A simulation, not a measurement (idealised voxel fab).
process module | voxel self aligned vias
cross-section cut | 190 nm wide | cells 5 nm
A cross-section is a grid of square cells, given in bands from the top down. A band is one or more rows of cells.
Each band's line starts with the height of the band's top and of its bottom, in nm. Then come its materials from left to right, each with its width in nm. One material with "throughout" fills the band from edge to edge. "air" is empty space.
Height 0 is the level under which the wafer as received is all one material. The lowest band goes on downwards, as in "0 down".
A width such as "30 to 40" changes by the same amount from each row of cells to the next, from the band's top row to its bottom row.
"no change" after a step means that no cell of the cross-section changed.
closed voids: empty space of 8 cells or more with no open way to the top, each as width x height at its distance from the left edge, in nm
after a step's settings: what the simulator itself notes on the step
overlay nm, on a step with a mask: how far to the right of its planned place the mask lay; to the left if negative
plan
1 op RECEIVE | material Si
2 op CONFORMAL_DEP | material SiO2 | thk nm 15
3 op CONFORMAL_DEP | material SiCN | thk nm 5
4 op DIRECTIONAL_DEP | material SiO2 | thk nm 30
5 op DIRECTIONAL_DEP | material aC | thk nm 10
6 op PATTERN | tone open | mask id LINES | material resist | width nm 25 | pitch nm 75 | thk nm 30 | overlay nm 0
7 op DIRECTIONAL_ETCH | etch materials aC | depth nm 10
8 op STRIP | etch materials resist
9 op DIRECTIONAL_ETCH | etch materials SiO2 | depth nm 30
10 op STRIP | etch materials aC
11 op CONFORMAL_DEP | material TiN | thk nm 5
12 op FILL_DEP | material W | thk nm 10
13 op CMP | height nm 50
14 op SELECTIVE_ETCH | etch materials W Ru TiN | depth nm 5
15 op FILL_DEP | material SiN | thk nm 5
16 op CMP | height nm 50
17 op DIRECTIONAL_DEP | material SiO2 | thk nm 20
18 op MASKED_ETCH | tone open | mask id VIAS | width nm 45 | pitch nm 75 | etch materials SiO2 | depth nm 20 | overlay nm 0
19 op MASKED_ETCH | tone open | mask id VIAS | width nm 45 | pitch nm 75 | etch materials SiN | depth nm 5 | overlay nm 0
20 op CONFORMAL_DEP | material TiN | thk nm 5
21 op FILL_DEP | material W | thk nm 5
22 op CMP | height nm 70
23 op CONFORMAL_DEP | material SiCN | thk nm 5
first wafer, as planned
as received, after step 1
  0 down: Si throughout
  closed voids: none
after step 2
  15 to 0: SiO2 throughout
  below 0: unchanged
after step 3
  20 to 15: SiCN throughout
  below 15: unchanged
after step 4
  50 to 20: SiO2 throughout
  below 20: unchanged
after step 5
  60 to 50: aC throughout
  below 50: unchanged
after step 6
  90 to 60: resist 45 | air 25 | resist 50 | air 25 | resist 45
  below 60: unchanged
after step 7
  80 to 60: resist 45 | air 25 | resist 50 | air 25 | resist 45
  60 to 50: aC 45 | air 25 | aC 50 | air 25 | aC 45
  below 50: unchanged
after step 8
  60 to 50: aC 45 | air 25 | aC 50 | air 25 | aC 45
  below 50: unchanged
after step 9
  60 to 50: aC 45 | air 25 | aC 50 | air 25 | aC 45
  50 to 20: SiO2 45 | air 25 | SiO2 50 | air 25 | SiO2 45
  below 20: unchanged
after step 10
  50 to 20: SiO2 45 | air 25 | SiO2 50 | air 25 | SiO2 45
  below 20: unchanged
after step 11
  55 to 50: TiN 50 | air 15 | TiN 60 | air 15 | TiN 50
  50 to 25: SiO2 45 | TiN 5 | air 15 | TiN 5 | SiO2 50 | TiN 5 | air 15 | TiN 5 | SiO2 45
  25 to 20: SiO2 45 | TiN 25 | SiO2 50 | TiN 25 | SiO2 45
  below 20: unchanged
after step 12
  65 to 55: W throughout
  55 to 50: TiN 50 | W 15 | TiN 60 | W 15 | TiN 50
  50 to 25: SiO2 45 | TiN 5 | W 15 | TiN 5 | SiO2 50 | TiN 5 | W 15 | TiN 5 | SiO2 45
  below 25: unchanged
after step 13
  50 to 25: SiO2 45 | TiN 5 | W 15 | TiN 5 | SiO2 50 | TiN 5 | W 15 | TiN 5 | SiO2 45
  below 25: unchanged
after step 14
  50 to 45: SiO2 45 | air 25 | SiO2 50 | air 25 | SiO2 45
  below 45: unchanged
after step 15
  55 to 50: SiN throughout
  50 to 45: SiO2 45 | SiN 25 | SiO2 50 | SiN 25 | SiO2 45
  below 45: unchanged
after step 16
  50 to 45: SiO2 45 | SiN 25 | SiO2 50 | SiN 25 | SiO2 45
  below 45: unchanged
after step 17
  70 to 50: SiO2 throughout
  below 50: unchanged
after step 18
  70 to 50: SiO2 35 | air 45 | SiO2 30 | air 45 | SiO2 35
  below 50: unchanged
after step 19
  70 to 50: SiO2 35 | air 45 | SiO2 30 | air 45 | SiO2 35
  50 to 45: SiO2 45 | air 25 | SiO2 50 | air 25 | SiO2 45
  below 45: unchanged
after step 20
  75 to 70: TiN 40 | air 35 | TiN 40 | air 35 | TiN 40
  70 to 55: SiO2 35 | TiN 5 | air 35 | TiN 5 | SiO2 30 | TiN 5 | air 35 | TiN 5 | SiO2 35
  55 to 50: SiO2 35 | TiN 15 | air 15 | TiN 15 | SiO2 30 | TiN 15 | air 15 | TiN 15 | SiO2 35
  50 to 45: SiO2 45 | TiN 25 | SiO2 50 | TiN 25 | SiO2 45
  below 45: unchanged
after step 21
  80 to 75: W throughout
  75 to 70: TiN 40 | W 35 | TiN 40 | W 35 | TiN 40
  70 to 55: SiO2 35 | TiN 5 | W 35 | TiN 5 | SiO2 30 | TiN 5 | W 35 | TiN 5 | SiO2 35
  55 to 50: SiO2 35 | TiN 15 | W 15 | TiN 15 | SiO2 30 | TiN 15 | W 15 | TiN 15 | SiO2 35
  below 50: unchanged
after step 22
  70 to 55: SiO2 35 | TiN 5 | W 35 | TiN 5 | SiO2 30 | TiN 5 | W 35 | TiN 5 | SiO2 35
  below 55: unchanged
after step 23
  75 to 70: SiCN throughout
  below 70: unchanged
second wafer: like start, like plan, one mistake. Through step 17 it matches the first wafer
when step 18 should have ended
  70 to 50: SiO2 35 | air 45 | SiO2 30 | air 45 | SiO2 35
  50 to 45: SiO2 35 | air 10 | SiN 25 | air 10 | SiO2 30 | air 10 | SiN 25 | air 10 | SiO2 35
  45 to 30: SiO2 35 | air 10 | TiN 5 | W 15 | TiN 5 | air 10 | SiO2 30 | air 10 | TiN 5 | W 15 | TiN 5 | air 10 | SiO2 35
  below 30: unchanged
when step 19 should have ended
  70 to 45: SiO2 35 | air 45 | SiO2 30 | air 45 | SiO2 35
  below 45: unchanged
when step 20 should have ended
  75 to 70: TiN 40 | air 35 | TiN 40 | air 35 | TiN 40
  70 to 50: SiO2 35 | TiN 5 | air 35 | TiN 5 | SiO2 30 | TiN 5 | air 35 | TiN 5 | SiO2 35
  50 to 45: SiO2 35 | TiN 45 | SiO2 30 | TiN 45 | SiO2 35
  45 to 30: SiO2 35 | TiN 15 | W 15 | TiN 15 | SiO2 30 | TiN 15 | W 15 | TiN 15 | SiO2 35
  below 30: unchanged
when step 21 should have ended
  80 to 75: W throughout
  75 to 70: TiN 40 | W 35 | TiN 40 | W 35 | TiN 40
  70 to 50: SiO2 35 | TiN 5 | W 35 | TiN 5 | SiO2 30 | TiN 5 | W 35 | TiN 5 | SiO2 35
  below 50: unchanged
when step 22 should have ended
  70 to 50: SiO2 35 | TiN 5 | W 35 | TiN 5 | SiO2 30 | TiN 5 | W 35 | TiN 5 | SiO2 35
  below 50: unchanged
when step 23 should have ended
  75 to 70: SiCN throughout
  below 70: unchanged
what went wrong: step 18 was run twice
at the end the second wafer has, in cells: 32 fewer of SiO2 | 24 more of TiN | 8 more of W
